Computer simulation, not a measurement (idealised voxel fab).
process module | voxel capacitor over wiring
cross-section cut | 300 nm wide | cells 5 nm
A cross-section is a grid of square cells, given in bands from the top down. A band is one or more rows of cells.
Each band's line starts with the height of the band's top and of its bottom, in nm. Then come its materials from left to right, each with its width in nm. One material with "throughout" fills the band from edge to edge. "air" is empty space.
Height 0 is the level under which the wafer as received is all one material. The lowest band goes on downwards, as in "0 down".
A width such as "30 to 40" changes by the same amount from each row of cells to the next, from the band's top row to its bottom row.
"no change" after a step means that no cell of the cross-section changed.
closed voids: empty space of 8 cells or more with no open way to the top, each as width x height at its distance from the left edge, in nm
after a step's settings: what the simulator itself notes on the step
overlay nm, on a step with a mask: how far to the right of its planned place the mask lay; to the left if negative
plan
1 op RECEIVE | material Si
2 op CONFORMAL_DEP | material SiO2 | thk nm 10
3 op CONFORMAL_DEP | material SiCN | thk nm 5
4 op DIRECTIONAL_DEP | material lowk | thk nm 25
5 op MASKED_ETCH | tone open | mask id METAL_1 | width nm 30 | pitch nm 100 | etch materials lowk | depth nm 25 | overlay nm 0
6 op MASKED_ETCH | tone open | mask id METAL_1 | width nm 30 | pitch nm 100 | etch materials SiCN | depth nm 5 | overlay nm 0
7 op CONFORMAL_DEP | material TiN | thk nm 5
8 op FILL_DEP | material Cu | thk nm 5
9 op CMP | height nm 40
10 op EPI | material Ru | thk nm 5
11 op FILL_DEP | material SiCN | thk nm 5
12 op DIRECTIONAL_DEP | material lowk | thk nm 10
13 op DIRECTIONAL_DEP | material aC | thk nm 15
14 op PATTERN | tone open | mask id PLUG_1 | material resist | width nm 15 | thk nm 35 | overlay nm 0
15 op DIRECTIONAL_ETCH | etch materials aC | depth nm 15
16 op STRIP | etch materials resist
17 op DIRECTIONAL_ETCH | etch materials lowk | depth nm 10
18 op DIRECTIONAL_ETCH | etch materials SiCN | depth nm 5
19 op STRIP | etch materials aC
20 op EPI | material Ru | thk nm 10
21 op EPI | material Ru | thk nm 5
22 op DIRECTIONAL_DEP | material TiN | thk nm 5
23 op DIRECTIONAL_DEP | material SiN | thk nm 5
24 op DIRECTIONAL_DEP | material TiN | thk nm 5
25 op DIRECTIONAL_DEP | material aC | thk nm 15
26 op PATTERN | tone cover | mask id UPPER_PLATE | material resist | width nm 75 | thk nm 30 | overlay nm 0
27 op DIRECTIONAL_ETCH | etch materials aC | depth nm 15
28 op STRIP | etch materials resist
29 op DIRECTIONAL_ETCH | etch materials TiN | depth nm 5
30 op DIRECTIONAL_ETCH | etch materials SiN | depth nm 5
31 op STRIP | etch materials aC
32 op DIRECTIONAL_DEP | material aC | thk nm 15
33 op PATTERN | tone cover | mask id LOWER_PLATE | material resist | width nm 85 | thk nm 35 | overlay nm -15
34 op DIRECTIONAL_ETCH | etch materials aC | depth nm 15
35 op STRIP | etch materials resist
36 op DIRECTIONAL_ETCH | etch materials TiN | depth nm 5
37 op STRIP | etch materials aC
38 op FILL_DEP | material SiO2 | thk nm 15
39 op CMP | height nm 85
40 op DIRECTIONAL_DEP | material aC | thk nm 15
41 op PATTERN | tone open | mask id PLUG_2 | material resist | width nm 15 | thk nm 35 | overlay nm 0
42 op DIRECTIONAL_ETCH | etch materials aC | depth nm 15
43 op STRIP | etch materials resist
44 op DIRECTIONAL_ETCH | etch materials SiO2 | depth nm 10
45 op STRIP | etch materials aC
46 op CONFORMAL_DEP | material TiN | thk nm 5
47 op FILL_DEP | material Cu | thk nm 10
48 op CMP | height nm 85
49 op CONFORMAL_DEP | material SiCN | thk nm 5
varied across the wafers: overlay nm of step 33. The plan shows the first wafer's value. All wafers start alike
first wafer as received, after step 1
  0 down: Si throughout
  closed voids: none
first wafer at the end, after step 49
  90 to 85: SiCN throughout
  85 to 80: SiO2 110 | TiN 5 | Cu 5 | TiN 5 | SiO2 175
  80 to 70: SiO2 110 to 100 | TiN 15 to 65 | SiO2 175 to 135
  70 to 65: SiO2 100 | SiN 75 | SiO2 125
  65 to 60: SiO2 80 | TiN 95 | SiO2 125
  60 to 50: lowk 100 | Ru 15 | lowk 185
  50 to 45: SiCN 100 | Ru 15 | SiCN 185
  45 to 40: SiCN 80 | Ru 40 | SiCN 60 | Ru 40 | SiCN 80
  40 to 15: lowk 85 | TiN 5 | Cu 20 | TiN 5 | lowk 70 | TiN 5 | Cu 20 | TiN 5 | lowk 85
  15 to 10: SiCN 85 | TiN 30 | SiCN 70 | TiN 30 | SiCN 85
  10 to 0: SiO2 throughout
  0 down: Si throughout
  closed voids: none
last wafer at the end
  90 to 85: SiCN throughout
  85 to 80: SiO2 110 | TiN 5 | Cu 5 | TiN 5 | SiO2 175
  80 to 70: SiO2 110 | TiN 15 to 65 | SiO2 175 to 125
  70 to 65: SiO2 100 | SiN 75 | SiO2 125
  65 to 60: SiO2 100 | TiN 95 | SiO2 105
  60 to 50: lowk 100 | Ru 15 | lowk 185
  50 to 45: SiCN 100 | Ru 15 | SiCN 185
  45 to 40: SiCN 80 | Ru 40 | SiCN 60 | Ru 40 | SiCN 80
  40 to 15: lowk 85 | TiN 5 | Cu 20 | TiN 5 | lowk 70 | TiN 5 | Cu 20 | TiN 5 | lowk 85
  15 to 10: SiCN 85 | TiN 30 | SiCN 70 | TiN 30 | SiCN 85
  10 to 0: SiO2 throughout
  0 down: Si throughout
  closed voids: none
each wafer at the end: cells of each material gained (+) or lost (-) since it was received, then its closed voids
overlay nm -15 | +41 Cu | +25 Ru | +209 SiCN | +15 SiN | +367 SiO2 | +69 TiN | +354 lowk | closed voids: none
overlay nm -10 | +41 Cu | +25 Ru | +209 SiCN | +15 SiN | +367 SiO2 | +69 TiN | +354 lowk | closed voids: none
overlay nm -5 | +41 Cu | +25 Ru | +209 SiCN | +15 SiN | +367 SiO2 | +69 TiN | +354 lowk | closed voids: none
overlay nm 0 | +41 Cu | +25 Ru | +209 SiCN | +15 SiN | +367 SiO2 | +69 TiN | +354 lowk | closed voids: none
overlay nm 5 | +41 Cu | +25 Ru | +209 SiCN | +15 SiN | +367 SiO2 | +69 TiN | +354 lowk | closed voids: none
overlay nm 10 | +41 Cu | +25 Ru | +209 SiCN | +15 SiN | +367 SiO2 | +69 TiN | +354 lowk | closed voids: none
overlay nm 15 | +41 Cu | +25 Ru | +209 SiCN | +15 SiN | +367 SiO2 | +69 TiN | +354 lowk | closed voids: none
